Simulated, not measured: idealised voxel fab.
Process module heading - voxel fin reveal
285 nm wide, 5 nm square cells: that's cross-section cut.
The cross-sections in this document take the form of a grid made of square cells. They are written out as bands, in order from top to bottom. Each band consists of one or more rows of cells. First you get the band's top height and its bottom height, in nm, and then the materials it's made of, left to right, with each width in nm. If you see a single material with "throughout", that one covers the band edge to edge. "air" is empty space. Heads up on the height convention: 0 is the point under which the incoming wafer is all one material, and the lowest band has no bottom, it just keeps going down, like "z 0 and below". Per-row width for "30->40": begins at first number (top row of band), ends at second number (bottom row), increment between rows held constant. Where the words "all unchanged" appear for a step, the cross-section shows no cell changed by that step; every cell remained as before. What "Closed void table" gives you is every empty space of 8 cells or more that is cut off from the top. Each appears as width x height at distance, with the distance taken from the left edge and width, height and distance all in nm. Read whatever lies past the settings on a step's line as the simulator's own remark about the step. overlay nm: step with mask; distance mask lay right of planned place; negative value = left of planned place.
# Process steps - plan
1,RECEIVE (material Si)
2,CONFORMAL_DEP (material SiN; thk nm 10)
3,MASKED_ETCH (tone cover; mask id FINS; width nm 15; pitch nm 35; etch materials SiN; depth nm 10; overlay nm 0)
4,MASKED_ETCH (tone cover; mask id FINS; width nm 15; pitch nm 35; etch materials Si; depth nm 30; overlay nm 0)
5,OXIDIZE (depth nm 5)
6,FILL_DEP (material SiO2; thk nm 15)
7,CMP (height nm 10)
8,SELECTIVE_ETCH (etch materials SiO2; depth nm 20)
9,STRIP (etch materials SiN)
10,CONFORMAL_DEP (material SiO2; thk nm 5)
# Cross-section of the wafer at receipt, which is the condition after step 1
z 0 and below = Si throughout
Closed void table: none
# Starting wafer: above. Plan: above. Run: one mistake. Cross-section after the module: below
z 0 to -10 = air 85 nm  Si 5 nm  air 30 nm  Si 5 nm  air 30 nm  Si 5 nm  air 30 nm  Si 5 nm  air 90 nm
z -10 to -35 = SiO2 85 nm  Si 5 nm  SiO2 30 nm  Si 5 nm  SiO2 30 nm  Si 5 nm  SiO2 30 nm  Si 5 nm  SiO2 90 nm
z -35 and below = Si throughout
Closed void table: none
Diagnosis: the plan's step 10 was left out and never carried out
